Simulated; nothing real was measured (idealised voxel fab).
The document below concerns the process module designated voxel trench capacitor.
The cross-section shown here is cut; it is 245 nm wide and divided into square cells measuring 5 nm on a side.
Cross-section format: a grid of square cells, given as bands from top to bottom; each band is one or more rows of cells.
For a band, the entry starts with two heights in nm, that of the top and then that of the bottom, and carries on with the band's materials in order from left to right, each alongside its width in nm; the word "full width" beside a single material means it fills the band edge to edge, and "empty" means empty space.
Heights are reckoned from 0. Under this level, the received wafer is all of one material. The bottommost band is open-ended downward, for example "from 0 down".
Think of "30 to 40" as a width that walks from the first number to the second as you go down the band, top row to bottom row, taking equal-sized steps from row to row.
"remained the same", as given for a step, is the statement that not any cell of the cross-section underwent a change during that step.
You'll see "Closed internal voids" listing empty spaces that have no way open to the top, as long as they're 8 cells or more; the notation is width x height at distance, where the distance is from the left edge, and all of it is in nm.
Past the settings on a step's line: simulator remark, on that step.
"overlay nm" denotes, for a step that has a mask, the displacement of the mask to the right of its planned place, with negative values corresponding to the left.
[Set out below are the planned steps of the process]
1. RECEIVE [material Si]
2. CONFORMAL_DEP [material SiN] [thk nm 5]
3. PATTERN [tone open] [mask id TRENCH] [material resist] [width nm 25] [pitch nm 45] [thk nm 20] [overlay nm 0]
4. DIRECTIONAL_ETCH [etch materials SiN] [depth nm 5]
5. DIRECTIONAL_ETCH [etch materials Si] [depth nm 35]
6. STRIP [etch materials resist]
7. CONFORMAL_DEP [material HfO2] [thk nm 5]
8. CONFORMAL_DEP [material TiN] [thk nm 5]
9. FILL_DEP [material W] [thk nm 5]
10. CMP [height nm 5]
[As-received state of the wafer in cross-section, equivalent to post-step 1]
	from 0 down | Si full width
	Closed internal voids: none
[first wafer at the end, as planned]
	from 5 to 0 | 65 of SiN / 5 of HfO2 / 5 of TiN / 5 of W / 5 of TiN / 5 of HfO2 / 20 of SiN / 5 of HfO2 / 5 of TiN / 5 of W / 5 of TiN / 5 of HfO2 / 20 of SiN / 5 of HfO2 / 5 of TiN / 5 of W / 5 of TiN / 5 of HfO2 / 65 of SiN
	from 0 to -25 | 65 of Si / 5 of HfO2 / 5 of TiN / 5 of W / 5 of TiN / 5 of HfO2 / 20 of Si / 5 of HfO2 / 5 of TiN / 5 of W / 5 of TiN / 5 of HfO2 / 20 of Si / 5 of HfO2 / 5 of TiN / 5 of W / 5 of TiN / 5 of HfO2 / 65 of Si
	from -25 to -30 | 65 of Si / 5 of HfO2 / 15 of TiN / 5 of HfO2 / 20 of Si / 5 of HfO2 / 15 of TiN / 5 of HfO2 / 20 of Si / 5 of HfO2 / 15 of TiN / 5 of HfO2 / 65 of Si
	from -30 to -35 | 65 of Si / 25 of HfO2 / 20 of Si / 25 of HfO2 / 20 of Si / 25 of HfO2 / 65 of Si
	from -35 down | Si full width
	Closed internal voids: none
[The second wafer, shown in cross-section after the module: started the same way as the first and given the same plan, yet one mistake crept into how it was run]
	from 5 to 0 | 70 of SiN / 5 of HfO2 / 5 of TiN / 5 of W / 5 of TiN / 5 of HfO2 / 20 of SiN / 5 of HfO2 / 5 of TiN / 5 of W / 5 of TiN / 5 of HfO2 / 20 of SiN / 5 of HfO2 / 5 of TiN / 5 of W / 5 of TiN / 5 of HfO2 / 60 of SiN
	from 0 to -25 | 70 of Si / 5 of HfO2 / 5 of TiN / 5 of W / 5 of TiN / 5 of HfO2 / 20 of Si / 5 of HfO2 / 5 of TiN / 5 of W / 5 of TiN / 5 of HfO2 / 20 of Si / 5 of HfO2 / 5 of TiN / 5 of W / 5 of TiN / 5 of HfO2 / 60 of Si
	from -25 to -30 | 70 of Si / 5 of HfO2 / 15 of TiN / 5 of HfO2 / 20 of Si / 5 of HfO2 / 15 of TiN / 5 of HfO2 / 20 of Si / 5 of HfO2 / 15 of TiN / 5 of HfO2 / 60 of Si
	from -30 to -35 | 70 of Si / 25 of HfO2 / 20 of Si / 25 of HfO2 / 20 of Si / 25 of HfO2 / 60 of Si
	from -35 down | Si full width
	Closed internal voids: none
The plan and the run diverged here: step 3 was processed under conditions differing from the plan, specifically as PATTERN [tone open] [mask id TRENCH] [material resist] [width nm 25] [pitch nm 45] [thk nm 20] [overlay nm 5]
In the final comparison it is observed that the number of cells assigned to each material is identical for the two wafers, whereas their placement is not.
